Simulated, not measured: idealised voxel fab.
process module | voxel transistor to metal
cross-section cut | 285 nm wide | cells 5 nm
A cross-section is a grid of square cells, given in bands from the top down. A band is one or more rows of cells.
Each band's line starts with the height of the band's top and of its bottom, in nm. Then come its materials from left to right, each with its width in nm. One material with "throughout" fills the band from edge to edge. "air" is empty space.
Height 0 is the level under which the wafer as received is all one material. The lowest band goes on downwards, as in "0 down".
A width such as "30 to 40" changes by the same amount from each row of cells to the next, from the band's top row to its bottom row.
"no change" after a step means that no cell of the cross-section changed.
closed voids: empty space of 8 cells or more with no open way to the top, each as width x height at its distance from the left edge, in nm
after a step's settings: what the simulator itself notes on the step
overlay nm, on a step with a mask: how far to the right of its planned place the mask lay; to the left if negative
plan
1 op RECEIVE | material Si
2 op CONFORMAL_DEP | material SiO2 | thk nm 5
3 op CONFORMAL_DEP | material SiN | thk nm 15
4 op PATTERN | tone cover | mask id ACTIVE | material resist | width nm 110 | pitch nm 140 | thk nm 15 | overlay nm 0
5 op DIRECTIONAL_ETCH | etch materials SiN | depth nm 15
6 op DIRECTIONAL_ETCH | etch materials SiO2 | depth nm 5
7 op DIRECTIONAL_ETCH | etch materials Si | depth nm 25
8 op STRIP | etch materials resist
9 op FILL_DEP | material SiO2 | thk nm 15
10 op CMP | height nm 20
11 op SELECTIVE_ETCH | etch materials SiO2 | depth nm 10
12 op STRIP | etch materials SiN
13 op SELECTIVE_ETCH | etch materials SiO2 | depth nm 5
14 op OXIDIZE | depth nm 5
15 op DIRECTIONAL_DEP | material polySi | thk nm 20
16 op DIRECTIONAL_DEP | material SiCN | thk nm 15
17 op MASKED_ETCH | tone cover | mask id GATE | width nm 20 | pitch nm 140 | etch materials SiCN | depth nm 25 | overlay nm 0
18 op MASKED_ETCH | tone cover | mask id GATE | width nm 20 | pitch nm 140 | etch materials polySi | depth nm 30 | overlay nm 0
19 op CONFORMAL_DEP | material SiN | thk nm 10
20 op DIRECTIONAL_ETCH | etch materials SiN | depth nm 10
21 op DIRECTIONAL_ETCH | etch materials SiO2 | depth nm 5
22 op DIRECTIONAL_ETCH | etch materials Si | depth nm 5
23 op EPI | material nSi | thk nm 10
24 op FILL_DEP | material SiO2 | thk nm 5
25 op CMP | height nm 35
26 op DIRECTIONAL_DEP | material SiO2 | thk nm 15
27 op DIRECTIONAL_DEP | material aC | thk nm 15
28 op PATTERN | tone open | mask id CONTACT | material resist | width nm 20 | pitch nm 70 | thk nm 30 | overlay nm 0
29 op DIRECTIONAL_ETCH | etch materials aC | depth nm 15
30 op STRIP | etch materials resist
31 op DIRECTIONAL_ETCH | etch materials SiO2 | depth nm 50
32 op STRIP | etch materials aC
33 op CONFORMAL_DEP | material TiN | thk nm 5
34 op FILL_DEP | material Ru | thk nm 5
35 op CMP | height nm 50
36 op DIRECTIONAL_DEP | material TiN | thk nm 5
37 op DIRECTIONAL_DEP | material W | thk nm 25
38 op PATTERN | tone cover | mask id METAL_1 | material resist | width nm 20 | pitch nm 70 | thk nm 20 | overlay nm 0
39 op DIRECTIONAL_ETCH | etch materials W | depth nm 25
40 op DIRECTIONAL_ETCH | etch materials TiN | depth nm 5
41 op STRIP | etch materials resist
42 op CONFORMAL_DEP | material SiN | thk nm 5
43 op FILL_DEP | material lowk | thk nm 5
44 op CMP | height nm 80
45 op CONFORMAL_DEP | material SiCN | thk nm 5
as received, after step 1
  0 down: Si throughout
  closed voids: none
a wafer at the end: this start, this plan, one mistake
  85 to 80: SiCN throughout
  80 to 55: lowk 20 | SiN 5 | W 20 | SiN 5 | lowk 40 | SiN 5 | W 20 | SiN 5 | lowk 40 | SiN 5 | W 20 | SiN 5 | lowk 40 | SiN 5 | W 20 | SiN 5 | lowk 25
  55 to 50: SiN 25 | TiN 20 | SiN 50 | TiN 20 | SiN 50 | TiN 20 | SiN 50 | TiN 20 | SiN 30
  50 to 40: SiO2 25 | TiN 5 | Ru 10 | TiN 5 | SiO2 50 | TiN 5 | Ru 10 | TiN 5 | SiO2 50 | TiN 5 | Ru 10 | TiN 5 | SiO2 50 | TiN 5 | Ru 10 | TiN 5 | SiO2 30
  40 to 35: SiO2 25 | TiN 5 | Ru 5 | TiN 10 | SiO2 50 | TiN 5 | Ru 10 | TiN 5 | SiO2 50 | TiN 5 | Ru 5 | TiN 10 | SiO2 50 | TiN 5 | Ru 10 | TiN 5 | SiO2 30
  35 to 20: SiO2 25 | TiN 5 | Ru 5 | TiN 5 | SiN 10 | SiCN 20 | SiN 10 | SiO2 15 | TiN 5 | Ru 10 | TiN 5 | SiO2 50 | TiN 5 | Ru 5 | TiN 5 | SiN 10 | SiCN 20 | SiN 10 | SiO2 15 | TiN 5 | Ru 10 | TiN 5 | SiO2 30
  20 to 10: SiO2 25 | TiN 5 | Ru 5 | TiN 5 | SiN 10 | polySi 30 | SiN 10 | SiO2 5 | TiN 5 | Ru 10 | TiN 5 | SiO2 50 | TiN 5 | Ru 5 | TiN 5 | SiN 10 | polySi 30 | SiN 10 | SiO2 5 | TiN 5 | Ru 10 | TiN 5 | SiO2 30
  10 to 5: SiO2 25 | TiN 15 | SiN 10 | polySi 30 | SiN 10 | SiO2 5 | TiN 20 | SiO2 50 | TiN 15 | SiN 10 | polySi 30 | SiN 10 | SiO2 5 | TiN 20 | SiO2 30
  5 to 0: SiO2 10 | SiN 10 | nSi 20 | SiN 10 | polySi 30 | SiN 10 | nSi 10 | TiN 10 | nSi 10 | SiN 10 | SiO2 20 | SiN 10 | nSi 20 | SiN 10 | polySi 30 | SiN 10 | nSi 10 | TiN 10 | nSi 10 | SiN 10 | SiO2 15
  0 to -5: SiO2 20 | nSi 20 | SiO2 50 | nSi 30 | SiO2 40 | nSi 20 | SiO2 50 | nSi 30 | SiO2 25
  -5 to -10: SiO2 15 | Si 5 | nSi 20 | Si 50 | nSi 30 | Si 5 | SiO2 30 | Si 5 | nSi 20 | Si 50 | nSi 30 | Si 5 | SiO2 20
  -10 to -25: SiO2 15 | Si 110 | SiO2 30 | Si 110 | SiO2 20
  -25 down: Si throughout
  closed voids: none
what went wrong: step 17 ran as: op MASKED_ETCH | tone cover | mask id GATE | width nm 20 | pitch nm 140 | etch materials SiCN | depth nm 25 | overlay nm -10
